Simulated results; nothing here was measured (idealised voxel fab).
The name of this process module is voxel plated lines.
Cross-section cut: width 235 nm, square cells of 5 nm.
Notation: cross-section as square-cell grid; stated in bands, top first, going down; one or more cell rows per band.
Basically the band line says how high the top is and how high the bottom is, in nm, and then what's in it from left to right, every material with its width in nm. Empty space shows up as "empty", and if a single material carries "throughout" it runs the full band edge to edge.
Ref level 0: as-received wafer is one material below here. Bottom band extends down with no lower bound ("z 0 and below").
Note: "30..40" means the width goes from the first number (top row of the band) to the second number (bottom row) in equal steps per row of cells.
What does "nothing was modified" mean for a step? It means no cell of the cross-section changed in that step.
Listed in "Enclosed void list": every empty space of 8 or more cells without an open way to the top. Form: width x height at distance, the distance being from the left edge, all in nm.
The remark found on a step's line after its settings is issued by the simulator itself and pertains to that step.
"overlay nm", when on a step's line for a step with a mask, measures how far to the right of its planned place the mask lay; a negative measure means to the left.
# Process steps - plan
1,RECEIVE [material Si]
2,CONFORMAL_DEP [material Al2O3] [thk nm 5]
3,DIRECTIONAL_DEP [material TiN] [thk nm 5]
4,PATTERN [tone open] [mask id LINES] [material resist] [width nm 25] [pitch nm 55] [thk nm 30] [overlay nm 0]
5,EPI [material Ru] [thk nm 5]
6,EPI [material Ru] [thk nm 5]
7,STRIP [etch materials resist]
8,DIRECTIONAL_ETCH [etch materials TiN] [depth nm 5]
9,CONFORMAL_DEP [material SiN] [thk nm 10]
# On the first of the two wafers: run conducted according to plan
# As received (post step 1): cross-section
    z 0 and below | Si throughout
    Enclosed void list: none
# You're looking at a cross-section of the wafer after step 2
    z 5 to 0 | Al2O3 throughout
    Below 0 it's all the same as before, nothing changed down there.
# You're looking at a cross-section of the wafer after step 3
    z 10 to 5 | TiN throughout
    Below 5 it's all the same as before, nothing changed down there.
# You're looking at a cross-section of the wafer after step 4
    z 40 to 10 | 20 nm resist, then 25 nm empty, then 30 nm resist, then 25 nm empty, then 30 nm resist, then 25 nm empty, then 30 nm resist, then 25 nm empty, then 25 nm resist
    Below 10 it's all the same as before, nothing changed down there.
# You're looking at a cross-section of the wafer after step 5
    z 40 to 15 | 20 nm resist, then 25 nm empty, then 30 nm resist, then 25 nm empty, then 30 nm resist, then 25 nm empty, then 30 nm resist, then 25 nm empty, then 25 nm resist
    z 15 to 10 | 20 nm resist, then 25 nm Ru, then 30 nm resist, then 25 nm Ru, then 30 nm resist, then 25 nm Ru, then 30 nm resist, then 25 nm Ru, then 25 nm resist
    Below 10 it's all the same as before, nothing changed down there.
# You're looking at a cross-section of the wafer after step 6
    z 40 to 20 | 20 nm resist, then 25 nm empty, then 30 nm resist, then 25 nm empty, then 30 nm resist, then 25 nm empty, then 30 nm resist, then 25 nm empty, then 25 nm resist
    z 20 to 10 | 20 nm resist, then 25 nm Ru, then 30 nm resist, then 25 nm Ru, then 30 nm resist, then 25 nm Ru, then 30 nm resist, then 25 nm Ru, then 25 nm resist
    Below 10 it's all the same as before, nothing changed down there.
# You're looking at a cross-section of the wafer after step 7
    z 20 to 10 | 20 nm empty, then 25 nm Ru, then 30 nm empty, then 25 nm Ru, then 30 nm empty, then 25 nm Ru, then 30 nm empty, then 25 nm Ru, then 25 nm empty
    Below 10 it's all the same as before, nothing changed down there.
# You're looking at a cross-section of the wafer after step 8
    z 20 to 10 | 20 nm empty, then 25 nm Ru, then 30 nm empty, then 25 nm Ru, then 30 nm empty, then 25 nm Ru, then 30 nm empty, then 25 nm Ru, then 25 nm empty
    z 10 to 5 | 20 nm empty, then 25 nm TiN, then 30 nm empty, then 25 nm TiN, then 30 nm empty, then 25 nm TiN, then 30 nm empty, then 25 nm TiN, then 25 nm empty
    Below 5 it's all the same as before, nothing changed down there.
# You're looking at a cross-section of the wafer after step 9
    z 30 to 20 | 10 nm empty, then 45 nm SiN, then 10 nm empty, then 45 nm SiN, then 10 nm empty, then 45 nm SiN, then 10 nm empty, then 45 nm SiN, then 15 nm empty
    z 20 to 15 | 10 nm empty, then 10 nm SiN, then 25 nm Ru, then 10 nm SiN, then 10 nm empty, then 10 nm SiN, then 25 nm Ru, then 10 nm SiN, then 10 nm empty, then 10 nm SiN, then 25 nm Ru, then 10 nm SiN, then 10 nm empty, then 10 nm SiN, then 25 nm Ru, then 10 nm SiN, then 15 nm empty
    z 15 to 10 | 20 nm SiN, then 25 nm Ru, then 30 nm SiN, then 25 nm Ru, then 30 nm SiN, then 25 nm Ru, then 30 nm SiN, then 25 nm Ru, then 25 nm SiN
    z 10 to 5 | 20 nm SiN, then 25 nm TiN, then 30 nm SiN, then 25 nm TiN, then 30 nm SiN, then 25 nm TiN, then 30 nm SiN, then 25 nm TiN, then 25 nm SiN
    Below 5 it's all the same as before, nothing changed down there.
# Here the second wafer is described. Its start and its plan were those of the first wafer. Its run contained one mistake. Up to and including step 8, it did exactly what the first wafer did
# Cross-section of the second wafer at the time step 9 of the plan should have ended
    z 30 to 20 | 10 nm empty, then 45 nm Al2O3, then 10 nm empty, then 45 nm Al2O3, then 10 nm empty, then 45 nm Al2O3, then 10 nm empty, then 45 nm Al2O3, then 15 nm empty
    z 20 to 15 | 10 nm empty, then 10 nm Al2O3, then 25 nm Ru, then 10 nm Al2O3, then 10 nm empty, then 10 nm Al2O3, then 25 nm Ru, then 10 nm Al2O3, then 10 nm empty, then 10 nm Al2O3, then 25 nm Ru, then 10 nm Al2O3, then 10 nm empty, then 10 nm Al2O3, then 25 nm Ru, then 10 nm Al2O3, then 15 nm empty
    z 15 to 10 | 20 nm Al2O3, then 25 nm Ru, then 30 nm Al2O3, then 25 nm Ru, then 30 nm Al2O3, then 25 nm Ru, then 30 nm Al2O3, then 25 nm Ru, then 25 nm Al2O3
    z 10 to 5 | 20 nm Al2O3, then 25 nm TiN, then 30 nm Al2O3, then 25 nm TiN, then 30 nm Al2O3, then 25 nm TiN, then 30 nm Al2O3, then 25 nm TiN, then 25 nm Al2O3
    Below 5 it's all the same as before, nothing changed down there.
In executing the process, a mistake was made relative to the plan: step 9 ran differently from the plan; actual operation with settings: CONFORMAL_DEP [material Al2O3] [thk nm 10]
The final cell counts differ between the wafers, with the second having more or fewer of some materials than the first: Al2O3: 142 more; SiN: 142 fewer
